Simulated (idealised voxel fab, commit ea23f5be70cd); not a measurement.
Title: Process Module voxel wiring stack
This is section cut - it's 175 nm across, gridded in 5 nm square cells.
Square cells in a grid make up a cross-section in this document, and the grid is given as bands, listed from the top down, each one or more rows of cells. It is stipulated that each band's entry specify, in nanometres, the height of the top of the band and then that of its bottom, followed by the materials of the band in left-to-right sequence, each together with its width in nanometres. A single material marked by the word "everywhere" is understood to fill the band from edge to edge; the word "blank" is understood to denote empty space. Note: height 0 marks the level under which the wafer is uniformly one material as received. Lowest band unbounded below, written "0 down". It should be noted that a width expressed as "30 to 40" varies in equal increments from row to row of cells within the band, taking the value of the first number at the top row and that of the second number at the bottom row. The designation "stayed the same", where it is given for a processing step, indicates that no cell of the cross-section was altered in the course of that step. The list in "Sealed internal cavities" covers empty spaces of 8 cells or more that cannot reach the top through any open way, and it gives each as width x height at distance; the distance is from the left edge, and width, height and distance are in nm. Formally, on a step line, whatever follows the settings is a remark that the simulator itself makes on the step. A step's line can hold "overlay nm"; with a mask on that step, the setting says how far right of the planned place the mask lay, while a negative setting says it lay to the left.
**The planned process steps are enumerated hereunder**
1 RECEIVE [material Si]
2 CONFORMAL_DEP [material SiO2] [thk nm 15]
3 DIRECTIONAL_DEP [material TiN] [thk nm 5]
4 DIRECTIONAL_DEP [material Ru] [thk nm 20]
5 PATTERN [tone cover] [mask id METAL_1] [material resist] [width nm 25] [pitch nm 50] [thk nm 20] [overlay nm 0]
6 DIRECTIONAL_ETCH [etch materials Ru] [depth nm 20]
7 DIRECTIONAL_ETCH [etch materials TiN] [depth nm 5]
8 STRIP [etch materials resist]
9 CONFORMAL_DEP [material SiN] [thk nm 5]
10 FILL_DEP [material lowk] [thk nm 10]
11 CMP [height nm 40]
12 CONFORMAL_DEP [material SiCN] [thk nm 5]
13 DIRECTIONAL_DEP [material lowk] [thk nm 30]
14 PATTERN [tone open] [mask id METAL_2] [material resist] [width nm 25] [pitch nm 50] [thk nm 15] [overlay nm 0]
15 DIRECTIONAL_ETCH [etch materials lowk] [depth nm 15]
16 STRIP [etch materials resist]
17 DIRECTIONAL_DEP [material aC] [thk nm 15]
18 PATTERN [tone open] [mask id METAL_2_HOLES] [material resist] [width nm 15] [pitch nm 50] [thk nm 35] [overlay nm 0]
19 DIRECTIONAL_ETCH [etch materials aC] [depth nm 15]
20 STRIP [etch materials resist]
21 DIRECTIONAL_ETCH [etch materials lowk] [depth nm 15]
22 DIRECTIONAL_ETCH [etch materials SiCN] [depth nm 5]
23 STRIP [etch materials aC]
24 CONFORMAL_DEP [material TiN] [thk nm 5]
25 FILL_DEP [material Cu] [thk nm 5]
26 CMP [height nm 75]
27 CONFORMAL_DEP [material SiCN] [thk nm 5]
**As received (post step 1): cross-section**
  0 down = Si everywhere
  Sealed internal cavities: none
**Cross-section, end of module. Start: as above. Plan: as above. Execution: one mistake**
  80 to 75 = SiCN everywhere
  75 to 60 = lowk 25; TiN 5; Cu 5; TiN 5; lowk 35; TiN 5; Cu 5; TiN 5; lowk 35; TiN 5; Cu 5; TiN 5; lowk 35
  60 to 55 = SiCN 25; TiN 15; SiCN 35; TiN 15; SiCN 35; TiN 15; SiCN 35
  55 to 45 = lowk everywhere
  45 to 40 = lowk 20; SiN 35; lowk 15; SiN 35; lowk 15; SiN 35; lowk 20
  40 to 20 = lowk 20; SiN 5; Ru 25; SiN 5; lowk 15; SiN 5; Ru 25; SiN 5; lowk 15; SiN 5; Ru 25; SiN 5; lowk 20
  20 to 15 = SiN 25; TiN 25; SiN 25; TiN 25; SiN 25; TiN 25; SiN 25
  15 to 0 = SiO2 everywhere
  0 down = Si everywhere
  Sealed internal cavities: none
What was the processing mistake? step 11 of the plan got skipped, so it never ran
